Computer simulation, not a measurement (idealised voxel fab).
Documented hereafter: the process module known as voxel lift off.
For reference, the cross-section in this document is cut, with width 175 nm and square cells of 5 nm.
In this document a cross-section is written as a grid of square cells. It is given as a series of bands, listed from the top down, and a band is one or more rows of cells.
Band: top height; bottom height; in nm. Then, left to right: material with width in nm, for each material. "everywhere": a single material spanning edge to edge. "blank": empty space.
We count height from 0. Below that, the starting wafer is all one material. The lowest band never ends at the bottom but goes on down; see "top 0, no bottom" for how that is written.
The width entry "30->40" should be interpreted row by row: the top row of cells in the band takes the first number, the bottom row takes the second number, and the change between adjacent rows is uniform throughout.
Key: "no change occurred" - step with no changed cell in the cross-section.
Enclosed voids: empty space of 8 cells or more with no open way to the top, each as width x height at its distance from the left edge, in nm
If you see something after the settings on a step's line, that's the simulator's own remark about that step.
A step line may carry the setting "overlay nm", which, for steps involving a mask, states the distance by which the mask lay to the right of its intended position; negative values denote displacement to the left.

## The steps planned for the process are as follows
1,RECEIVE [material Si]
2,CONFORMAL_DEP [material SiN] [thk nm 10]
3,PATTERN [tone open] [mask id LINES] [material resist] [width nm 15] [pitch nm 45] [thk nm 20] [overlay nm 0]
4,DIRECTIONAL_DEP [material Ru] [thk nm 10]
5,STRIP [etch materials resist]
6,CONFORMAL_DEP [material SiN] [thk nm 5]

## Cross-section of the wafer upon arrival, representing the state reached after step 1
	top 0, no bottom = Si everywhere
	Enclosed voids: none

## Cross-sectional result after module completion. Note: starting condition and plan are unchanged from above; one processing mistake was made
	top 25, bottom 15 = blank: 30, then Ru: 25, then blank: 20, then Ru: 25, then blank: 20, then Ru: 25, then blank: 30
	top 15, bottom 10 = Ru everywhere
	top 10, bottom 0 = SiN everywhere
	top 0, no bottom = Si everywhere
	Enclosed voids: none
Which mistake was made when the wafer was run? step 6 was processed under conditions differing from the plan, specifically as CONFORMAL_DEP [material Ru] [thk nm 5]
